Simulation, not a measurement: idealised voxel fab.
The process module presented herein is designated voxel capacitor over wiring.
This is section cut - it's 150 nm across, gridded in 5 nm square cells.
Just so we're on the same page, the cross-sections are grids of square cells, and they're listed out in bands top to bottom, each band one or more rows deep. For a band, the entry starts with two heights in nm, that of the top and then that of the bottom, and carries on with the band's materials in order from left to right, each alongside its width in nm; the word "full width" beside a single material means it fills the band edge to edge, and "air" means empty space. The reference from which all heights are counted is 0, the level beneath which the as-received wafer is entirely one material; the lowest band, having no lower bound, proceeds downward and is written after the example "0 and below". Per-row width for "30 to 40": begins at first number (top row of band), ends at second number (bottom row), increment between rows held constant. No cell of the cross-section changed in a step that is given as "same as before". The list in "Enclosed cavities" covers empty spaces of 8 cells or more that cannot reach the top through any open way, and it gives each as width x height at distance; the distance is from the left edge, and width, height and distance are in nm. Where a step's line continues beyond its settings, the continuation is a remark by the simulator itself on that step. overlay nm: mask right of planned place by this much (step with mask). Neg. = left.
**This section lists the process steps that were planned**
1,RECEIVE: material Si
2,CONFORMAL_DEP: material SiO2, thk nm 15
3,CONFORMAL_DEP: material SiN, thk nm 5
4,DIRECTIONAL_DEP: material lowk, thk nm 20
5,PATTERN: tone open, mask id METAL_1, material resist, width nm 25, pitch nm 90, thk nm 20, overlay nm 0
6,DIRECTIONAL_ETCH: etch materials lowk, depth nm 20
7,DIRECTIONAL_ETCH: etch materials SiN, depth nm 5
8,STRIP: etch materials resist
9,CONFORMAL_DEP: material TiN, thk nm 5
10,FILL_DEP: material W, thk nm 5
11,CMP: height nm 40
12,CONFORMAL_DEP: material SiCN, thk nm 5
13,DIRECTIONAL_DEP: material lowk, thk nm 20
14,DIRECTIONAL_DEP: material aC, thk nm 15
15,PATTERN: tone open, mask id PLUG_1, material resist, width nm 15, thk nm 35, overlay nm -10
16,DIRECTIONAL_ETCH: etch materials aC, depth nm 15
17,STRIP: etch materials resist
18,DIRECTIONAL_ETCH: etch materials lowk, depth nm 20
19,DIRECTIONAL_ETCH: etch materials SiCN, depth nm 5
20,STRIP: etch materials aC
21,EPI: material Ru, thk nm 10
22,EPI: material Ru, thk nm 10
23,EPI: material Ru, thk nm 5
24,DIRECTIONAL_DEP: material TiN, thk nm 10
25,DIRECTIONAL_DEP: material Al2O3, thk nm 5
26,DIRECTIONAL_DEP: material TiN, thk nm 5
27,PATTERN: tone cover, mask id UPPER_PLATE, material resist, width nm 70, thk nm 20, overlay nm 0
28,DIRECTIONAL_ETCH: etch materials TiN, depth nm 5
29,DIRECTIONAL_ETCH: etch materials Al2O3, depth nm 5
30,STRIP: etch materials resist
31,DIRECTIONAL_DEP: material aC, thk nm 10
32,PATTERN: tone cover, mask id LOWER_PLATE, material resist, width nm 80, thk nm 25, overlay nm 0
33,DIRECTIONAL_ETCH: etch materials aC, depth nm 10
34,STRIP: etch materials resist
35,DIRECTIONAL_ETCH: etch materials TiN, depth nm 10
36,STRIP: etch materials aC
37,FILL_DEP: material SiO2, thk nm 20
38,CMP: height nm 100
39,DIRECTIONAL_DEP: material aC, thk nm 15
40,PATTERN: tone open, mask id PLUG_2, material resist, width nm 15, thk nm 30, overlay nm 0
41,DIRECTIONAL_ETCH: etch materials aC, depth nm 15
42,STRIP: etch materials resist
43,DIRECTIONAL_ETCH: etch materials SiO2, depth nm 15
44,STRIP: etch materials aC
45,CONFORMAL_DEP: material TiN, thk nm 5
46,FILL_DEP: material Cu, thk nm 10
47,CMP: height nm 100
48,CONFORMAL_DEP: material SiCN, thk nm 5
The wafers in this document start out alike and differ in the overlay nm applied at step 15; the plan shows the value used for the first wafer.
**First of several wafers (as received, post step 1), cross-sectional view**
* 0 and below = Si full width
* Enclosed cavities: none
**Module end state after final step 48: cross-section of the first of several wafers**
* 105 down to 100 = SiCN full width
* 100 down to 90 = 35 nm SiO2, 5 nm TiN, 5 nm Cu, 5 nm TiN, 100 nm SiO2
* 90 down to 80 = 35 to 25 nm SiO2, 15 to 70 nm TiN, 100 to 55 nm SiO2
* 80 down to 75 = 25 nm SiO2, 70 nm Al2O3, 55 nm SiO2
* 75 down to 65 = 20 nm SiO2, 80 nm TiN, 50 nm SiO2
* 65 down to 45 = 15 nm lowk, 15 nm Ru, 120 nm lowk
* 45 down to 40 = 15 nm SiCN, 15 nm Ru, 120 nm SiCN
* 40 down to 20 = 15 nm lowk, 5 nm TiN, 15 nm W, 5 nm TiN, 65 nm lowk, 5 nm TiN, 15 nm W, 5 nm TiN, 20 nm lowk
* 20 down to 15 = 15 nm SiN, 25 nm TiN, 65 nm SiN, 25 nm TiN, 20 nm SiN
* 15 down to 0 = SiO2 full width
* 0 and below = Si full width
* Enclosed cavities: none
**At the end of the module, the last of several wafers in cross-section**
* 105 down to 100 = SiCN full width
* 100 down to 90 = 35 nm SiO2, 5 nm TiN, 5 nm Cu, 5 nm TiN, 100 nm SiO2
* 90 down to 85 = 35 nm SiO2, 15 nm TiN, 100 nm SiO2
* 85 down to 80 = 25 nm SiO2, 15 nm TiN, 15 nm SiO2, 40 nm TiN, 55 nm SiO2
* 80 down to 75 = 25 nm SiO2, 15 nm Al2O3, 15 nm SiO2, 40 nm Al2O3, 55 nm SiO2
* 75 down to 65 = 20 nm SiO2, 20 nm TiN, 15 nm SiO2, 45 nm TiN, 50 nm SiO2
* 65 down to 60 = 40 nm lowk, 15 nm SiO2, 95 nm lowk
* 60 down to 55 = 40 nm lowk, 15 nm TiN, 95 nm lowk
* 55 down to 50 = 40 nm lowk, 15 nm Al2O3, 95 nm lowk
* 50 down to 45 = 40 nm lowk, 15 nm TiN, 95 nm lowk
* 45 down to 40 = 40 nm SiCN, 15 nm TiN, 95 nm SiCN
* 40 down to 20 = 15 nm lowk, 5 nm TiN, 15 nm W, 5 nm TiN, 65 nm lowk, 5 nm TiN, 15 nm W, 5 nm TiN, 20 nm lowk
* 20 down to 15 = 15 nm SiN, 25 nm TiN, 65 nm SiN, 25 nm TiN, 20 nm SiN
* 15 down to 0 = SiO2 full width
* 0 and below = Si full width
* Enclosed cavities: none
**Every row in this table is a wafer at the end of the module, and it gives, for each of the materials, the cells that wafer has gained (+) or lost (-) since it was received, then its closed voids**
overlay nm -10; +14 Al2O3; +2 Cu; +15 Ru; +57 SiCN; +20 SiN; +231 SiO2; +79 TiN; +24 W; +188 lowk; Enclosed cavities: none
overlay nm -5; +14 Al2O3; +2 Cu; +15 Ru; +57 SiCN; +20 SiN; +231 SiO2; +79 TiN; +24 W; +188 lowk; Enclosed cavities: none
overlay nm 0; +14 Al2O3; +2 Cu; +15 Ru; +57 SiCN; +20 SiN; +231 SiO2; +79 TiN; +24 W; +188 lowk; Enclosed cavities: none
overlay nm 5; +14 Al2O3; +2 Cu; +15 Ru; +57 SiCN; +20 SiN; +231 SiO2; +79 TiN; +24 W; +188 lowk; Enclosed cavities: none
overlay nm 10; +14 Al2O3; +2 Cu; +15 Ru; +57 SiCN; +20 SiN; +231 SiO2; +79 TiN; +24 W; +188 lowk; Enclosed cavities: none
overlay nm 15; +14 Al2O3; +2 Cu; +57 SiCN; +20 SiN; +246 SiO2; +79 TiN; +24 W; +188 lowk; Enclosed cavities: none
